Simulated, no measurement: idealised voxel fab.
Herein follows the process module entitled voxel released beams.
Square cell edge 5 nm, section width 220 nm, ID cut.
If you're reading a cross-section in this doc, picture square cells in a grid; it comes to you as bands, top ones listed first down to the bottom, and a band can be one or more rows of cells.
Top height, bottom height, nm. Materials left to right, width each, nm. Single material + "everywhere" = fills band edge to edge. "empty" = empty.
We count height from 0. Below that, the starting wafer is all one material. The lowest band never ends at the bottom but goes on down; see "0 down" for how that is written.
It should be noted that a width expressed as "30 to 40" varies in equal increments from row to row of cells within the band, taking the value of the first number at the top row and that of the second number at the bottom row.
You'll sometimes find "nothing altered" written for a step, and that's the way of saying that nowhere in the cross-section did a cell change during that step.
"Cavities, sealed" - sealed voids, min. 8 cells, no opening to top; format: width x height at distance (distance from left edge; nm throughout).
Whatever follows a step's settings on its line is a remark the simulator itself makes about that step.
"overlay nm" answers the question of how far to the right of plan the mask lay on a step that has a mask, and when it is negative the answer is to the left.

## So here's the lineup of process steps we planned
1) RECEIVE [material Si]
2) CONFORMAL_DEP [material Al2O3] [thk nm 10]
3) DIRECTIONAL_DEP [material SiO2] [thk nm 20]
4) DIRECTIONAL_DEP [material aC] [thk nm 10]
5) PATTERN [tone open] [mask id ANCHOR] [material resist] [width nm 45] [thk nm 25] [overlay nm 0]
6) DIRECTIONAL_ETCH [etch materials aC] [depth nm 10]
7) STRIP [etch materials resist]
8) DIRECTIONAL_ETCH [etch materials SiO2] [depth nm 20]
9) STRIP [etch materials aC]
10) CONFORMAL_DEP [material polySi] [thk nm 15]
11) PATTERN [tone cover] [mask id BEAM] [material resist] [width nm 130] [thk nm 15] [overlay nm 0]
12) DIRECTIONAL_ETCH [etch materials polySi] [depth nm 15]
13) STRIP [etch materials resist]
14) STRIP [etch materials SiO2]

## Here's what the wafer looked like in cross-section when it arrived - that's after step 1
    0 down: Si everywhere
    Cavities, sealed: none

## First of two wafers, end-of-module section, run followed plan
    45 to 30: 40 nm empty | 20 nm polySi | 15 nm empty | 95 nm polySi | 50 nm empty
    30 to 25: 45 nm empty | 15 nm polySi | 15 nm empty | 15 nm polySi | 130 nm empty
    25 to 10: 45 nm empty | 45 nm polySi | 130 nm empty
    10 to 0: Al2O3 everywhere
    0 down: Si everywhere
    Cavities, sealed: none

## Cross-section of the latter of the two wafers at module completion. It had an identical start and an identical plan to the former; in running it, one mistake was made
    45 to 30: 40 nm empty | 130 nm polySi | 50 nm empty
    30 to 20: Al2O3 everywhere
    20 to 0: SiO2 everywhere
    0 down: Si everywhere
    Cavities, sealed: none
Diagnosis: the executed order of steps 2 and 3 is the reverse of that specified in the plan, each step having taken the other's position
at the end the second wafer has, in cells: 176 more of SiO2; 24 fewer of polySi
